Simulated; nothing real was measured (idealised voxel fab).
process module | voxel wiring stack
cross-section cut | 280 nm wide | cells 5 nm
A cross-section is a grid of square cells, given in bands from the top down. A band is one or more rows of cells.
Each band's line starts with the height of the band's top and of its bottom, in nm. Then come its materials from left to right, each with its width in nm. One material with "throughout" fills the band from edge to edge. "air" is empty space.
Height 0 is the level under which the wafer as received is all one material. The lowest band goes on downwards, as in "0 down".
A width such as "30 to 40" changes by the same amount from each row of cells to the next, from the band's top row to its bottom row.
"no change" after a step means that no cell of the cross-section changed.
closed voids: empty space of 8 cells or more with no open way to the top, each as width x height at its distance from the left edge, in nm
after a step's settings: what the simulator itself notes on the step
overlay nm, on a step with a mask: how far to the right of its planned place the mask lay; to the left if negative
plan
1 op RECEIVE | material Si
2 op CONFORMAL_DEP | material SiO2 | thk nm 10
3 op CONFORMAL_DEP | material SiCN | thk nm 5
4 op DIRECTIONAL_DEP | material lowk | thk nm 25
5 op DIRECTIONAL_DEP | material aC | thk nm 10
6 op PATTERN | tone open | mask id METAL_1 | material resist | width nm 30 | pitch nm 55 | thk nm 30 | overlay nm 0
7 op DIRECTIONAL_ETCH | etch materials aC | depth nm 10
8 op STRIP | etch materials resist
9 op DIRECTIONAL_ETCH | etch materials lowk | depth nm 25
10 op DIRECTIONAL_ETCH | etch materials SiCN | depth nm 5
11 op STRIP | etch materials aC
12 op CONFORMAL_DEP | material TiN | thk nm 5
13 op FILL_DEP | material Ru | thk nm 5
14 op CMP | height nm 40
15 op EPI | material Ru | thk nm 5
16 op FILL_DEP | material SiCN | thk nm 5
17 op DIRECTIONAL_DEP | material lowk | thk nm 15
18 op DIRECTIONAL_DEP | material aC | thk nm 15
19 op PATTERN | tone open | mask id PLUG_1 | material resist | width nm 15 | pitch nm 110 | thk nm 35 | overlay nm 0
20 op DIRECTIONAL_ETCH | etch materials aC | depth nm 15
21 op STRIP | etch materials resist
22 op DIRECTIONAL_ETCH | etch materials lowk | depth nm 15
23 op DIRECTIONAL_ETCH | etch materials SiCN | depth nm 5
24 op STRIP | etch materials aC
25 op EPI | material Ru | thk nm 10
26 op EPI | material Ru | thk nm 10
27 op DIRECTIONAL_DEP | material TiN | thk nm 5
28 op DIRECTIONAL_DEP | material W | thk nm 25
29 op DIRECTIONAL_DEP | material aC | thk nm 10
30 op PATTERN | tone cover | mask id METAL_2 | material resist | width nm 30 | pitch nm 55 | thk nm 30 | overlay nm 0
31 op DIRECTIONAL_ETCH | etch materials aC | depth nm 10
32 op STRIP | etch materials resist
33 op DIRECTIONAL_ETCH | etch materials W | depth nm 25
34 op DIRECTIONAL_ETCH | etch materials TiN | depth nm 5
35 op STRIP | etch materials aC
36 op CONFORMAL_DEP | material SiCN | thk nm 5
37 op FILL_DEP | material lowk | thk nm 5
38 op CMP | height nm 95
39 op CONFORMAL_DEP | material SiCN | thk nm 5
40 op DIRECTIONAL_DEP | material SiO2 | thk nm 20
41 op MASKED_ETCH | tone open | mask id PLUG_2 | width nm 15 | pitch nm 55 | etch materials SiO2 | depth nm 20 | overlay nm 0
42 op MASKED_ETCH | tone open | mask id PLUG_2 | width nm 15 | pitch nm 55 | etch materials SiCN | depth nm 5 | overlay nm 0
43 op EPI | material Ru | thk nm 10
44 op EPI | material Ru | thk nm 10
45 op EPI | material Ru | thk nm 5
46 op DIRECTIONAL_DEP | material TiN | thk nm 5
47 op DIRECTIONAL_DEP | material Ru | thk nm 25
48 op MASKED_ETCH | tone cover | mask id METAL_3 | width nm 30 | pitch nm 55 | etch materials Ru | depth nm 25 | overlay nm 0
49 op MASKED_ETCH | tone cover | mask id METAL_3 | width nm 30 | pitch nm 55 | etch materials TiN | depth nm 5 | overlay nm 0
50 op FILL_DEP | material lowk | thk nm 5
51 op CMP | height nm 150
52 op CONFORMAL_DEP | material SiN | thk nm 5
as received, after step 1
  0 down: Si throughout
  closed voids: none
a wafer at the end: this start, this plan, one mistake
  155 to 150: SiN throughout
  150 to 125: lowk 40 | Ru 30 | lowk 25 | Ru 30 | lowk 25 | Ru 30 | lowk 25 | Ru 30 | lowk 45
  125 to 120: lowk 40 | TiN 30 | lowk 25 | TiN 30 | lowk 25 | TiN 30 | lowk 25 | TiN 30 | lowk 45
  120 to 100: SiO2 40 | Ru 15 | SiO2 40 | Ru 15 | SiO2 40 | Ru 15 | SiO2 40 | Ru 15 | SiO2 60
  100 to 95: SiCN 40 | Ru 15 | SiCN 40 | Ru 15 | SiCN 40 | Ru 15 | SiCN 40 | Ru 15 | SiCN 60
  95 to 70: lowk 35 | SiCN 5 | W 30 | SiCN 5 | lowk 15 | SiCN 5 | W 30 | SiCN 5 | lowk 15 | SiCN 5 | W 30 | SiCN 5 | lowk 15 | SiCN 5 | W 30 | SiCN 5 | lowk 40
  70 to 65: SiCN 40 | TiN 30 | SiCN 25 | TiN 30 | SiCN 25 | TiN 30 | SiCN 25 | TiN 30 | SiCN 45
  65 to 50: lowk 40 | Ru 15 | lowk 95 | Ru 15 | lowk 115
  50 to 45: SiCN 40 | Ru 15 | SiCN 95 | Ru 15 | SiCN 115
  45 to 40: SiCN 30 | Ru 50 | SiCN 5 | Ru 50 | SiCN 5 | Ru 50 | SiCN 5 | Ru 50 | SiCN 35
  40 to 15: lowk 35 | TiN 5 | Ru 30 | TiN 5 | lowk 15 | TiN 5 | Ru 30 | TiN 5 | lowk 15 | TiN 5 | Ru 30 | TiN 5 | lowk 15 | TiN 5 | Ru 30 | TiN 5 | lowk 40
  15 to 10: SiCN 35 | TiN 40 | SiCN 15 | TiN 40 | SiCN 15 | TiN 40 | SiCN 15 | TiN 40 | SiCN 40
  10 to 0: SiO2 throughout
  0 down: Si throughout
  closed voids: none
what went wrong: step 6 ran as: op PATTERN | tone open | mask id METAL_1 | material resist | width nm 40 | pitch nm 55 | thk nm 30 | overlay nm 0
